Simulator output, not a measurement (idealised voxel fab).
Proc. module: voxel transistor to metal
cross-section cut | 300 nm wide | cells 5 nm
Throughout this document, each cross-section is represented as a grid of square cells and is presented as a sequence of bands enumerated from the top downward, where a band comprises one or more rows of cells. Look at the band entry: it leads with the top's height and the bottom's height in nm. Then it lists the materials left to right, with a width in nm for each. The word "everywhere" on a single material says that material fills the band edge to edge. The word "air" is empty space. Heights are measured from 0, the level below which the as-received wafer is all one material; the lowest band has no bottom and continues downward, written as in "0 down". Width spec "30 to 40" -> top row of cells at first value, bottom row at second value, equal per-row change in between. "no modifications", as given for a step, is the statement that not any cell of the cross-section underwent a change during that step. Look at "Closed void inventory" for the closed voids: empty spaces with no open path to the top, sized 8 cells or up. Each is width x height at distance, distance from the left edge, all nm. It should be noted that, on the line of a given step, the content following the step's settings is a remark produced by the simulator itself with respect to that step. A step's line can hold "overlay nm"; with a mask on that step, the setting says how far right of the planned place the mask lay, while a negative setting says it lay to the left.
Here's what the planned process steps look like
1. RECEIVE,material Si
2. CONFORMAL_DEP,material SiO2,thk nm 5
3. CONFORMAL_DEP,material SiN,thk nm 10
4. PATTERN,tone cover,mask id ACTIVE,material resist,width nm 100,pitch nm 125,thk nm 20,overlay nm 0
5. DIRECTIONAL_ETCH,etch materials SiN,depth nm 10
6. DIRECTIONAL_ETCH,etch materials SiO2,depth nm 5
7. DIRECTIONAL_ETCH,etch materials Si,depth nm 20
8. STRIP,etch materials resist
9. FILL_DEP,material SiO2,thk nm 5
10. CMP,height nm 15
11. SELECTIVE_ETCH,etch materials SiO2,depth nm 5
12. STRIP,etch materials SiN
13. SELECTIVE_ETCH,etch materials SiO2,depth nm 5
14. OXIDIZE,depth nm 5
15. DIRECTIONAL_DEP,material polySi,thk nm 25
16. DIRECTIONAL_DEP,material SiCN,thk nm 10
17. PATTERN,tone cover,mask id GATE,material resist,width nm 20,pitch nm 125,thk nm 20,overlay nm 0
18. DIRECTIONAL_ETCH,etch materials SiCN,depth nm 20
19. DIRECTIONAL_ETCH,etch materials polySi,depth nm 35
20. STRIP,etch materials resist
21. CONFORMAL_DEP,material SiN,thk nm 10
22. DIRECTIONAL_ETCH,etch materials SiN,depth nm 10
23. DIRECTIONAL_ETCH,etch materials SiO2,depth nm 5
24. EPI,material nSi,thk nm 5
25. FILL_DEP,material SiO2,thk nm 5
26. CMP,height nm 35
27. DIRECTIONAL_DEP,material SiO2,thk nm 10
28. PATTERN,tone open,mask id CONTACT,material resist,width nm 25,thk nm 20,overlay nm 0
29. DIRECTIONAL_ETCH,etch materials SiO2,depth nm 45
30. STRIP,etch materials resist
31. CONFORMAL_DEP,material TiN,thk nm 5
32. FILL_DEP,material W,thk nm 5
33. CMP,height nm 45
34. DIRECTIONAL_DEP,material TiN,thk nm 5
35. DIRECTIONAL_DEP,material Ru,thk nm 25
36. MASKED_ETCH,tone cover,mask id METAL_1,width nm 15,etch materials Ru,depth nm 25,overlay nm 0
37. MASKED_ETCH,tone cover,mask id METAL_1,width nm 15,etch materials TiN,depth nm 5,overlay nm 0
38. FILL_DEP,material SiO2,thk nm 5
39. CMP,height nm 75
40. CONFORMAL_DEP,material SiN,thk nm 5
The first of a set of two wafers, run to plan
Delivered wafer in cross-section: state after step 1
- 0 down | Si everywhere
- Closed void inventory: none
Take a look at the wafer's cross-section after step 2
- 5 to 0 | SiO2 everywhere
- For the remainder of the cross-section, below 0, there is no change.
Take a look at the wafer's cross-section after step 3
- 15 to 5 | SiN everywhere
- For the remainder of the cross-section, below 5, there is no change.
Take a look at the wafer's cross-section after step 4
- 35 to 15 | air=35  resist=100  air=25  resist=100  air=40
- For the remainder of the cross-section, below 15, there is no change.
Take a look at the wafer's cross-section after step 5
- 35 to 15 | air=35  resist=100  air=25  resist=100  air=40
- 15 to 5 | air=35  SiN=100  air=25  SiN=100  air=40
- For the remainder of the cross-section, below 5, there is no change.
Take a look at the wafer's cross-section after step 6
- 35 to 15 | air=35  resist=100  air=25  resist=100  air=40
- 15 to 5 | air=35  SiN=100  air=25  SiN=100  air=40
- 5 to 0 | air=35  SiO2=100  air=25  SiO2=100  air=40
- For the remainder of the cross-section, below 0, there is no change.
Take a look at the wafer's cross-section after step 7
- 35 to 15 | air=35  resist=100  air=25  resist=100  air=40
- 15 to 5 | air=35  SiN=100  air=25  SiN=100  air=40
- 5 to 0 | air=35  SiO2=100  air=25  SiO2=100  air=40
- 0 to -20 | air=35  Si=100  air=25  Si=100  air=40
- For the remainder of the cross-section, below -20, there is no change.
Take a look at the wafer's cross-section after step 8
- 15 to 5 | air=35  SiN=100  air=25  SiN=100  air=40
- For the remainder of the cross-section, below 5, there is no change.
Take a look at the wafer's cross-section after step 9
- 20 to 15 | SiO2 everywhere
- 15 to 5 | SiO2=35  SiN=100  SiO2=25  SiN=100  SiO2=40
- 5 to 0 | SiO2 everywhere
- 0 to -20 | SiO2=35  Si=100  SiO2=25  Si=100  SiO2=40
- For the remainder of the cross-section, below -20, there is no change.
Take a look at the wafer's cross-section after step 10
- 15 to 5 | SiO2=35  SiN=100  SiO2=25  SiN=100  SiO2=40
- For the remainder of the cross-section, below 5, there is no change.
Take a look at the wafer's cross-section after step 11
- 15 to 10 | air=35  SiN=100  air=25  SiN=100  air=40
- For the remainder of the cross-section, below 10, there is no change.
Take a look at the wafer's cross-section after step 12
- 10 to 5 | SiO2=35  air=100  SiO2=25  air=100  SiO2=40
- For the remainder of the cross-section, below 5, there is no change.
Take a look at the wafer's cross-section after step 13
- 5 to 0 | SiO2=30  air=110  SiO2=15  air=110  SiO2=35
- For the remainder of the cross-section, below 0, there is no change.
Take a look at the wafer's cross-section after step 14
- 5 to 0 | SiO2=30  air=110  SiO2=15  air=110  SiO2=35
- 0 to -5 | SiO2 everywhere
- For the remainder of the cross-section, below -5, there is no change.
Take a look at the wafer's cross-section after step 15
- 30 to 25 | polySi=30  air=110  polySi=15  air=110  polySi=35
- 25 to 5 | polySi everywhere
- 5 to 0 | SiO2=30  polySi=110  SiO2=15  polySi=110  SiO2=35
- For the remainder of the cross-section, below 0, there is no change.
Take a look at the wafer's cross-section after step 16
- 40 to 35 | SiCN=30  air=110  SiCN=15  air=110  SiCN=35
- 35 to 30 | SiCN everywhere
- 30 to 25 | polySi=30  SiCN=110  polySi=15  SiCN=110  polySi=35
- For the remainder of the cross-section, below 25, there is no change.
Take a look at the wafer's cross-section after step 17
- 60 to 40 | air=75  resist=20  air=105  resist=20  air=80
- 40 to 35 | SiCN=30  air=45  resist=20  air=45  SiCN=15  air=45  resist=20  air=45  SiCN=35
- For the remainder of the cross-section, below 35, there is no change.
Take a look at the wafer's cross-section after step 18
- 60 to 35 | air=75  resist=20  air=105  resist=20  air=80
- 35 to 30 | air=75  SiCN=20  air=105  SiCN=20  air=80
- 30 to 25 | polySi=30  air=45  SiCN=20  air=45  polySi=15  air=45  SiCN=20  air=45  polySi=35
- For the remainder of the cross-section, below 25, there is no change.
Take a look at the wafer's cross-section after step 19
- 60 to 35 | air=75  resist=20  air=105  resist=20  air=80
- 35 to 25 | air=75  SiCN=20  air=105  SiCN=20  air=80
- 25 to 5 | air=75  polySi=20  air=105  polySi=20  air=80
- 5 to 0 | SiO2=30  air=45  polySi=20  air=45  SiO2=15  air=45  polySi=20  air=45  SiO2=35
- For the remainder of the cross-section, below 0, there is no change.
Take a look at the wafer's cross-section after step 20
- 35 to 25 | air=75  SiCN=20  air=105  SiCN=20  air=80
- For the remainder of the cross-section, below 25, there is no change.
Take a look at the wafer's cross-section after step 21
- 45 to 35 | air=65  SiN=40  air=85  SiN=40  air=70
- 35 to 25 | air=65  SiN=10  SiCN=20  SiN=10  air=85  SiN=10  SiCN=20  SiN=10  air=70
- 25 to 15 | air=65  SiN=10  polySi=20  SiN=10  air=85  SiN=10  polySi=20  SiN=10  air=70
- 15 to 10 | SiN=40  air=25  SiN=10  polySi=20  SiN=10  air=25  SiN=35  air=25  SiN=10  polySi=20  SiN=10  air=25  SiN=45
- 10 to 5 | SiN=75  polySi=20  SiN=105  polySi=20  SiN=80
- 5 to 0 | SiO2=30  SiN=45  polySi=20  SiN=45  SiO2=15  SiN=45  polySi=20  SiN=45  SiO2=35
- For the remainder of the cross-section, below 0, there is no change.
Take a look at the wafer's cross-section after step 22
- 35 to 25 | air=65  SiN=10  SiCN=20  SiN=10  air=85  SiN=10  SiCN=20  SiN=10  air=70
- 25 to 5 | air=65  SiN=10  polySi=20  SiN=10  air=85  SiN=10  polySi=20  SiN=10  air=70
- 5 to 0 | SiO2=30  SiN=10  air=25  SiN=10  polySi=20  SiN=10  air=25  SiN=10  SiO2=15  SiN=10  air=25  SiN=10  polySi=20  SiN=10  air=25  SiN=10  SiO2=35
- For the remainder of the cross-section, below 0, there is no change.
Take a look at the wafer's cross-section after step 23
- 35 to 25 | air=65  SiN=10  SiCN=20  SiN=10  air=85  SiN=10  SiCN=20  SiN=10  air=70
- 25 to 5 | air=65  SiN=10  polySi=20  SiN=10  air=85  SiN=10  polySi=20  SiN=10  air=70
- 5 to 0 | air=30  SiN=10  air=25  SiN=10  polySi=20  SiN=10  air=25  SiN=10  air=15  SiN=10  air=25  SiN=10  polySi=20  SiN=10  air=25  SiN=10  air=35
- 0 to -5 | SiO2=40  air=25  SiO2=40  air=25  SiO2=35  air=25  SiO2=40  air=25  SiO2=45
- For the remainder of the cross-section, below -5, there is no change.
Take a look at the wafer's cross-section after step 24
- 35 to 25 | air=65  SiN=10  SiCN=20  SiN=10  air=85  SiN=10  SiCN=20  SiN=10  air=70
- 25 to 5 | air=65  SiN=10  polySi=20  SiN=10  air=85  SiN=10  polySi=20  SiN=10  air=70
- 5 to 0 | air=30  SiN=10  air=25  SiN=10  polySi=20  SiN=10  air=25  SiN=10  air=15  SiN=10  air=25  SiN=10  polySi=20  SiN=10  air=25  SiN=10  air=35
- 0 to -5 | SiO2=40  nSi=25  SiO2=40  nSi=25  SiO2=35  nSi=25  SiO2=40  nSi=25  SiO2=45
- For the remainder of the cross-section, below -5, there is no change.
Take a look at the wafer's cross-section after step 25
- 40 to 35 | SiO2 everywhere
- 35 to 25 | SiO2=65  SiN=10  SiCN=20  SiN=10  SiO2=85  SiN=10  SiCN=20  SiN=10  SiO2=70
- 25 to 5 | SiO2=65  SiN=10  polySi=20  SiN=10  SiO2=85  SiN=10  polySi=20  SiN=10  SiO2=70
- 5 to 0 | SiO2=30  SiN=10  SiO2=25  SiN=10  polySi=20  SiN=10  SiO2=25  SiN=10  SiO2=15  SiN=10  SiO2=25  SiN=10  polySi=20  SiN=10  SiO2=25  SiN=10  SiO2=35
- For the remainder of the cross-section, below 0, there is no change.
Take a look at the wafer's cross-section after step 26
- 35 to 25 | SiO2=65  SiN=10  SiCN=20  SiN=10  SiO2=85  SiN=10  SiCN=20  SiN=10  SiO2=70
- For the remainder of the cross-section, below 25, there is no change.
Take a look at the wafer's cross-section after step 27
- 45 to 35 | SiO2 everywhere
- For the remainder of the cross-section, below 35, there is no change.
Take a look at the wafer's cross-section after step 28
- 65 to 45 | resist=45  air=25  resist=30  air=25  resist=45  air=25  resist=30  air=25  resist=50
- For the remainder of the cross-section, below 45, there is no change.
Take a look at the wafer's cross-section after step 29
- 65 to 45 | resist=45  air=25  resist=30  air=25  resist=45  air=25  resist=30  air=25  resist=50
- 45 to 35 | SiO2=45  air=25  SiO2=30  air=25  SiO2=45  air=25  SiO2=30  air=25  SiO2=50
- 35 to 25 | SiO2=45  air=20  SiN=10  SiCN=20  SiN=10  air=20  SiO2=45  air=20  SiN=10  SiCN=20  SiN=10  air=20  SiO2=50
- 25 to 5 | SiO2=45  air=20  SiN=10  polySi=20  SiN=10  air=20  SiO2=45  air=20  SiN=10  polySi=20  SiN=10  air=20  SiO2=50
- 5 to 0 | SiO2=30  SiN=10  SiO2=5  air=20  SiN=10  polySi=20  SiN=10  air=20  SiO2=5  SiN=10  SiO2=15  SiN=10  SiO2=5  air=20  SiN=10  polySi=20  SiN=10  air=20  SiO2=5  SiN=10  SiO2=35
- For the remainder of the cross-section, below 0, there is no change.
Take a look at the wafer's cross-section after step 30
- 45 to 35 | SiO2=45  air=25  SiO2=30  air=25  SiO2=45  air=25  SiO2=30  air=25  SiO2=50
- For the remainder of the cross-section, below 35, there is no change.
Take a look at the wafer's cross-section after step 31
- 50 to 45 | TiN=50  air=15  TiN=40  air=15  TiN=55  air=15  TiN=40  air=15  TiN=55
- 45 to 35 | SiO2=45  TiN=5  air=15 to 10  TiN=5 to 10  SiO2=30  TiN=5 to 10  air=15 to 10  TiN=5  SiO2=45  TiN=5  air=15 to 10  TiN=5 to 10  SiO2=30  TiN=5 to 10  air=15 to 10  TiN=5  SiO2=50
- 35 to 25 | SiO2=45  TiN=5  air=10  TiN=5  SiN=10  SiCN=20  SiN=10  TiN=5  air=10  TiN=5  SiO2=45  TiN=5  air=10  TiN=5  SiN=10  SiCN=20  SiN=10  TiN=5  air=10  TiN=5  SiO2=50
- 25 to 5 | SiO2=45  TiN=5  air=10  TiN=5  SiN=10  polySi=20  SiN=10  TiN=5  air=10  TiN=5  SiO2=45  TiN=5  air=10  TiN=5  SiN=10  polySi=20  SiN=10  TiN=5  air=10  TiN=5  SiO2=50
- 5 to 0 | SiO2=30  SiN=10  SiO2=5  TiN=20  SiN=10  polySi=20  SiN=10  TiN=20  SiO2=5  SiN=10  SiO2=15  SiN=10  SiO2=5  TiN=20  SiN=10  polySi=20  SiN=10  TiN=20  SiO2=5  SiN=10  SiO2=35
- For the remainder of the cross-section, below 0, there is no change.
Take a look at the wafer's cross-section after step 32
- 55 to 50 | W everywhere
- 50 to 45 | TiN=50  W=15  TiN=40  W=15  TiN=55  W=15  TiN=40  W=15  TiN=55
- 45 to 35 | SiO2=45  TiN=5  W=15 to 10  TiN=5 to 10  SiO2=30  TiN=5 to 10  W=15 to 10  TiN=5  SiO2=45  TiN=5  W=15 to 10  TiN=5 to 10  SiO2=30  TiN=5 to 10  W=15 to 10  TiN=5  SiO2=50
- 35 to 25 | SiO2=45  TiN=5  W=10  TiN=5  SiN=10  SiCN=20  SiN=10  TiN=5  W=10  TiN=5  SiO2=45  TiN=5  W=10  TiN=5  SiN=10  SiCN=20  SiN=10  TiN=5  W=10  TiN=5  SiO2=50
- 25 to 5 | SiO2=45  TiN=5  W=10  TiN=5  SiN=10  polySi=20  SiN=10  TiN=5  W=10  TiN=5  SiO2=45  TiN=5  W=10  TiN=5  SiN=10  polySi=20  SiN=10  TiN=5  W=10  TiN=5  SiO2=50
- For the remainder of the cross-section, below 5, there is no change.
Take a look at the wafer's cross-section after step 33
- 45 to 35 | SiO2=45  TiN=5  W=15 to 10  TiN=5 to 10  SiO2=30  TiN=5 to 10  W=15 to 10  TiN=5  SiO2=45  TiN=5  W=15 to 10  TiN=5 to 10  SiO2=30  TiN=5 to 10  W=15 to 10  TiN=5  SiO2=50
- For the remainder of the cross-section, below 35, there is no change.
Take a look at the wafer's cross-section after step 34
- 50 to 45 | TiN everywhere
- For the remainder of the cross-section, below 45, there is no change.
Take a look at the wafer's cross-section after step 35
- 75 to 50 | Ru everywhere
- For the remainder of the cross-section, below 50, there is no change.
Take a look at the wafer's cross-section after step 36
- 75 to 50 | air=45  Ru=15  air=50  Ru=15  air=45  Ru=15  air=50  Ru=15  air=50
- For the remainder of the cross-section, below 50, there is no change.
Take a look at the wafer's cross-section after step 37
- 75 to 50 | air=45  Ru=15  air=50  Ru=15  air=45  Ru=15  air=50  Ru=15  air=50
- 50 to 45 | air=45  TiN=15  air=50  TiN=15  air=45  TiN=15  air=50  TiN=15  air=50
- For the remainder of the cross-section, below 45, there is no change.
Take a look at the wafer's cross-section after step 38
- 80 to 75 | SiO2 everywhere
- 75 to 50 | SiO2=45  Ru=15  SiO2=50  Ru=15  SiO2=45  Ru=15  SiO2=50  Ru=15  SiO2=50
- 50 to 45 | SiO2=45  TiN=15  SiO2=50  TiN=15  SiO2=45  TiN=15  SiO2=50  TiN=15  SiO2=50
- For the remainder of the cross-section, below 45, there is no change.
Take a look at the wafer's cross-section after step 39
- 75 to 50 | SiO2=45  Ru=15  SiO2=50  Ru=15  SiO2=45  Ru=15  SiO2=50  Ru=15  SiO2=50
- For the remainder of the cross-section, below 50, there is no change.
Take a look at the wafer's cross-section after step 40
- 80 to 75 | SiN everywhere
- For the remainder of the cross-section, below 75, there is no change.
Wafer two of the pair: same origin, same plan, one error during the run; identical to wafer one up to and including step 6
Second wafer profile in section, at the moment step 7 of the plan was meant to be complete
- 35 to 15 | air=35  resist=100  air=25  resist=100  air=40
- 15 to 5 | air=35  SiN=100  air=25  SiN=100  air=40
- 5 to 0 | air=35  SiO2=100  air=25  SiO2=100  air=40
- 0 to -40 | air=35  Si=100  air=25  Si=100  air=40
- For the remainder of the cross-section, below -40, there is no change.
Second wafer profile in section, at the moment step 8 of the plan was meant to be complete
- 15 to 5 | air=35  SiN=100  air=25  SiN=100  air=40
- For the remainder of the cross-section, below 5, there is no change.
Second wafer profile in section, at the moment step 9 of the plan was meant to be complete
- 20 to 15 | SiO2 everywhere
- 15 to 5 | SiO2=35  SiN=100  SiO2=25  SiN=100  SiO2=40
- 5 to 0 | SiO2 everywhere
- 0 to -40 | SiO2=35  Si=100  SiO2=25  Si=100  SiO2=40
- For the remainder of the cross-section, below -40, there is no change.
Second wafer profile in section, at the moment step 10 of the plan was meant to be complete
- 15 to 5 | SiO2=35  SiN=100  SiO2=25  SiN=100  SiO2=40
- For the remainder of the cross-section, below 5, there is no change.
Second wafer profile in section, at the moment step 11 of the plan was meant to be complete
- 15 to 10 | air=35  SiN=100  air=25  SiN=100  air=40
- For the remainder of the cross-section, below 10, there is no change.
Second wafer profile in section, at the moment step 12 of the plan was meant to be complete
- 10 to 5 | SiO2=35  air=100  SiO2=25  air=100  SiO2=40
- For the remainder of the cross-section, below 5, there is no change.
Second wafer profile in section, at the moment step 13 of the plan was meant to be complete
- 5 to 0 | SiO2=30  air=110  SiO2=15  air=110  SiO2=35
- For the remainder of the cross-section, below 0, there is no change.
Second wafer profile in section, at the moment step 14 of the plan was meant to be complete
- 5 to 0 | SiO2=30  air=110  SiO2=15  air=110  SiO2=35
- 0 to -5 | SiO2 everywhere
- For the remainder of the cross-section, below -5, there is no change.
Second wafer profile in section, at the moment step 15 of the plan was meant to be complete
- 30 to 25 | polySi=30  air=110  polySi=15  air=110  polySi=35
- 25 to 5 | polySi everywhere
- 5 to 0 | SiO2=30  polySi=110  SiO2=15  polySi=110  SiO2=35
- For the remainder of the cross-section, below 0, there is no change.
Second wafer profile in section, at the moment step 16 of the plan was meant to be complete
- 40 to 35 | SiCN=30  air=110  SiCN=15  air=110  SiCN=35
- 35 to 30 | SiCN everywhere
- 30 to 25 | polySi=30  SiCN=110  polySi=15  SiCN=110  polySi=35
- For the remainder of the cross-section, below 25, there is no change.
Second wafer profile in section, at the moment step 17 of the plan was meant to be complete
- 60 to 40 | air=75  resist=20  air=105  resist=20  air=80
- 40 to 35 | SiCN=30  air=45  resist=20  air=45  SiCN=15  air=45  resist=20  air=45  SiCN=35
- For the remainder of the cross-section, below 35, there is no change.
Second wafer profile in section, at the moment step 18 of the plan was meant to be complete
- 60 to 35 | air=75  resist=20  air=105  resist=20  air=80
- 35 to 30 | air=75  SiCN=20  air=105  SiCN=20  air=80
- 30 to 25 | polySi=30  air=45  SiCN=20  air=45  polySi=15  air=45  SiCN=20  air=45  polySi=35
- For the remainder of the cross-section, below 25, there is no change.
Second wafer profile in section, at the moment step 19 of the plan was meant to be complete
- 60 to 35 | air=75  resist=20  air=105  resist=20  air=80
- 35 to 25 | air=75  SiCN=20  air=105  SiCN=20  air=80
- 25 to 5 | air=75  polySi=20  air=105  polySi=20  air=80
- 5 to 0 | SiO2=30  air=45  polySi=20  air=45  SiO2=15  air=45  polySi=20  air=45  SiO2=35
- For the remainder of the cross-section, below 0, there is no change.
Second wafer profile in section, at the moment step 20 of the plan was meant to be complete
- 35 to 25 | air=75  SiCN=20  air=105  SiCN=20  air=80
- For the remainder of the cross-section, below 25, there is no change.
Second wafer profile in section, at the moment step 21 of the plan was meant to be complete
- 45 to 35 | air=65  SiN=40  air=85  SiN=40  air=70
- 35 to 25 | air=65  SiN=10  SiCN=20  SiN=10  air=85  SiN=10  SiCN=20  SiN=10  air=70
- 25 to 15 | air=65  SiN=10  polySi=20  SiN=10  air=85  SiN=10  polySi=20  SiN=10  air=70
- 15 to 10 | SiN=40  air=25  SiN=10  polySi=20  SiN=10  air=25  SiN=35  air=25  SiN=10  polySi=20  SiN=10  air=25  SiN=45
- 10 to 5 | SiN=75  polySi=20  SiN=105  polySi=20  SiN=80
- 5 to 0 | SiO2=30  SiN=45  polySi=20  SiN=45  SiO2=15  SiN=45  polySi=20  SiN=45  SiO2=35
- For the remainder of the cross-section, below 0, there is no change.
Second wafer profile in section, at the moment step 22 of the plan was meant to be complete
- 35 to 25 | air=65  SiN=10  SiCN=20  SiN=10  air=85  SiN=10  SiCN=20  SiN=10  air=70
- 25 to 5 | air=65  SiN=10  polySi=20  SiN=10  air=85  SiN=10  polySi=20  SiN=10  air=70
- 5 to 0 | SiO2=30  SiN=10  air=25  SiN=10  polySi=20  SiN=10  air=25  SiN=10  SiO2=15  SiN=10  air=25  SiN=10  polySi=20  SiN=10  air=25  SiN=10  SiO2=35
- For the remainder of the cross-section, below 0, there is no change.
Second wafer profile in section, at the moment step 23 of the plan was meant to be complete
- 35 to 25 | air=65  SiN=10  SiCN=20  SiN=10  air=85  SiN=10  SiCN=20  SiN=10  air=70
- 25 to 5 | air=65  SiN=10  polySi=20  SiN=10  air=85  SiN=10  polySi=20  SiN=10  air=70
- 5 to 0 | air=30  SiN=10  air=25  SiN=10  polySi=20  SiN=10  air=25  SiN=10  air=15  SiN=10  air=25  SiN=10  polySi=20  SiN=10  air=25  SiN=10  air=35
- 0 to -5 | SiO2=40  air=25  SiO2=40  air=25  SiO2=35  air=25  SiO2=40  air=25  SiO2=45
- For the remainder of the cross-section, below -5, there is no change.
Second wafer profile in section, at the moment step 24 of the plan was meant to be complete
- 35 to 25 | air=65  SiN=10  SiCN=20  SiN=10  air=85  SiN=10  SiCN=20  SiN=10  air=70
- 25 to 5 | air=65  SiN=10  polySi=20  SiN=10  air=85  SiN=10  polySi=20  SiN=10  air=70
- 5 to 0 | air=30  SiN=10  air=25  SiN=10  polySi=20  SiN=10  air=25  SiN=10  air=15  SiN=10  air=25  SiN=10  polySi=20  SiN=10  air=25  SiN=10  air=35
- 0 to -5 | SiO2=40  nSi=25  SiO2=40  nSi=25  SiO2=35  nSi=25  SiO2=40  nSi=25  SiO2=45
- For the remainder of the cross-section, below -5, there is no change.
Second wafer profile in section, at the moment step 25 of the plan was meant to be complete
- 40 to 35 | SiO2 everywhere
- 35 to 25 | SiO2=65  SiN=10  SiCN=20  SiN=10  SiO2=85  SiN=10  SiCN=20  SiN=10  SiO2=70
- 25 to 5 | SiO2=65  SiN=10  polySi=20  SiN=10  SiO2=85  SiN=10  polySi=20  SiN=10  SiO2=70
- 5 to 0 | SiO2=30  SiN=10  SiO2=25  SiN=10  polySi=20  SiN=10  SiO2=25  SiN=10  SiO2=15  SiN=10  SiO2=25  SiN=10  polySi=20  SiN=10  SiO2=25  SiN=10  SiO2=35
- For the remainder of the cross-section, below 0, there is no change.
Second wafer profile in section, at the moment step 26 of the plan was meant to be complete
- 35 to 25 | SiO2=65  SiN=10  SiCN=20  SiN=10  SiO2=85  SiN=10  SiCN=20  SiN=10  SiO2=70
- For the remainder of the cross-section, below 25, there is no change.
Second wafer profile in section, at the moment step 27 of the plan was meant to be complete
- 45 to 35 | SiO2 everywhere
- For the remainder of the cross-section, below 35, there is no change.
Second wafer profile in section, at the moment step 28 of the plan was meant to be complete
- 65 to 45 | resist=45  air=25  resist=30  air=25  resist=45  air=25  resist=30  air=25  resist=50
- For the remainder of the cross-section, below 45, there is no change.
Second wafer profile in section, at the moment step 29 of the plan was meant to be complete
- 65 to 45 | resist=45  air=25  resist=30  air=25  resist=45  air=25  resist=30  air=25  resist=50
- 45 to 35 | SiO2=45  air=25  SiO2=30  air=25  SiO2=45  air=25  SiO2=30  air=25  SiO2=50
- 35 to 25 | SiO2=45  air=20  SiN=10  SiCN=20  SiN=10  air=20  SiO2=45  air=20  SiN=10  SiCN=20  SiN=10  air=20  SiO2=50
- 25 to 5 | SiO2=45  air=20  SiN=10  polySi=20  SiN=10  air=20  SiO2=45  air=20  SiN=10  polySi=20  SiN=10  air=20  SiO2=50
- 5 to 0 | SiO2=30  SiN=10  SiO2=5  air=20  SiN=10  polySi=20  SiN=10  air=20  SiO2=5  SiN=10  SiO2=15  SiN=10  SiO2=5  air=20  SiN=10  polySi=20  SiN=10  air=20  SiO2=5  SiN=10  SiO2=35
- For the remainder of the cross-section, below 0, there is no change.
Second wafer profile in section, at the moment step 30 of the plan was meant to be complete
- 45 to 35 | SiO2=45  air=25  SiO2=30  air=25  SiO2=45  air=25  SiO2=30  air=25  SiO2=50
- For the remainder of the cross-section, below 35, there is no change.
Second wafer profile in section, at the moment step 31 of the plan was meant to be complete
- 50 to 45 | TiN=50  air=15  TiN=40  air=15  TiN=55  air=15  TiN=40  air=15  TiN=55
- 45 to 35 | SiO2=45  TiN=5  air=15 to 10  TiN=5 to 10  SiO2=30  TiN=5 to 10  air=15 to 10  TiN=5  SiO2=45  TiN=5  air=15 to 10  TiN=5 to 10  SiO2=30  TiN=5 to 10  air=15 to 10  TiN=5  SiO2=50
- 35 to 25 | SiO2=45  TiN=5  air=10  TiN=5  SiN=10  SiCN=20  SiN=10  TiN=5  air=10  TiN=5  SiO2=45  TiN=5  air=10  TiN=5  SiN=10  SiCN=20  SiN=10  TiN=5  air=10  TiN=5  SiO2=50
- 25 to 5 | SiO2=45  TiN=5  air=10  TiN=5  SiN=10  polySi=20  SiN=10  TiN=5  air=10  TiN=5  SiO2=45  TiN=5  air=10  TiN=5  SiN=10  polySi=20  SiN=10  TiN=5  air=10  TiN=5  SiO2=50
- 5 to 0 | SiO2=30  SiN=10  SiO2=5  TiN=20  SiN=10  polySi=20  SiN=10  TiN=20  SiO2=5  SiN=10  SiO2=15  SiN=10  SiO2=5  TiN=20  SiN=10  polySi=20  SiN=10  TiN=20  SiO2=5  SiN=10  SiO2=35
- For the remainder of the cross-section, below 0, there is no change.
Second wafer profile in section, at the moment step 32 of the plan was meant to be complete
- 55 to 50 | W everywhere
- 50 to 45 | TiN=50  W=15  TiN=40  W=15  TiN=55  W=15  TiN=40  W=15  TiN=55
- 45 to 35 | SiO2=45  TiN=5  W=15 to 10  TiN=5 to 10  SiO2=30  TiN=5 to 10  W=15 to 10  TiN=5  SiO2=45  TiN=5  W=15 to 10  TiN=5 to 10  SiO2=30  TiN=5 to 10  W=15 to 10  TiN=5  SiO2=50
- 35 to 25 | SiO2=45  TiN=5  W=10  TiN=5  SiN=10  SiCN=20  SiN=10  TiN=5  W=10  TiN=5  SiO2=45  TiN=5  W=10  TiN=5  SiN=10  SiCN=20  SiN=10  TiN=5  W=10  TiN=5  SiO2=50
- 25 to 5 | SiO2=45  TiN=5  W=10  TiN=5  SiN=10  polySi=20  SiN=10  TiN=5  W=10  TiN=5  SiO2=45  TiN=5  W=10  TiN=5  SiN=10  polySi=20  SiN=10  TiN=5  W=10  TiN=5  SiO2=50
- For the remainder of the cross-section, below 5, there is no change.
Second wafer profile in section, at the moment step 33 of the plan was meant to be complete
- 45 to 35 | SiO2=45  TiN=5  W=15 to 10  TiN=5 to 10  SiO2=30  TiN=5 to 10  W=15 to 10  TiN=5  SiO2=45  TiN=5  W=15 to 10  TiN=5 to 10  SiO2=30  TiN=5 to 10  W=15 to 10  TiN=5  SiO2=50
- For the remainder of the cross-section, below 35, there is no change.
Second wafer profile in section, at the moment step 34 of the plan was meant to be complete
- 50 to 45 | TiN everywhere
- For the remainder of the cross-section, below 45, there is no change.
Second wafer profile in section, at the moment step 35 of the plan was meant to be complete
- 75 to 50 | Ru everywhere
- For the remainder of the cross-section, below 50, there is no change.
Second wafer profile in section, at the moment step 36 of the plan was meant to be complete
- 75 to 50 | air=45  Ru=15  air=50  Ru=15  air=45  Ru=15  air=50  Ru=15  air=50
- For the remainder of the cross-section, below 50, there is no change.
Second wafer profile in section, at the moment step 37 of the plan was meant to be complete
- 75 to 50 | air=45  Ru=15  air=50  Ru=15  air=45  Ru=15  air=50  Ru=15  air=50
- 50 to 45 | air=45  TiN=15  air=50  TiN=15  air=45  TiN=15  air=50  TiN=15  air=50
- For the remainder of the cross-section, below 45, there is no change.
Second wafer profile in section, at the moment step 38 of the plan was meant to be complete
- 80 to 75 | SiO2 everywhere
- 75 to 50 | SiO2=45  Ru=15  SiO2=50  Ru=15  SiO2=45  Ru=15  SiO2=50  Ru=15  SiO2=50
- 50 to 45 | SiO2=45  TiN=15  SiO2=50  TiN=15  SiO2=45  TiN=15  SiO2=50  TiN=15  SiO2=50
- For the remainder of the cross-section, below 45, there is no change.
Second wafer profile in section, at the moment step 39 of the plan was meant to be complete
- 75 to 50 | SiO2=45  Ru=15  SiO2=50  Ru=15  SiO2=45  Ru=15  SiO2=50  Ru=15  SiO2=50
- For the remainder of the cross-section, below 50, there is no change.
Second wafer profile in section, at the moment step 40 of the plan was meant to be complete
- 80 to 75 | SiN everywhere
- For the remainder of the cross-section, below 75, there is no change.
Want to know what went wrong? step 7, plan: ran twice
Materials where the second wafer ends with more or fewer cells than the first: 80 fewer of Si, 80 more of SiO2
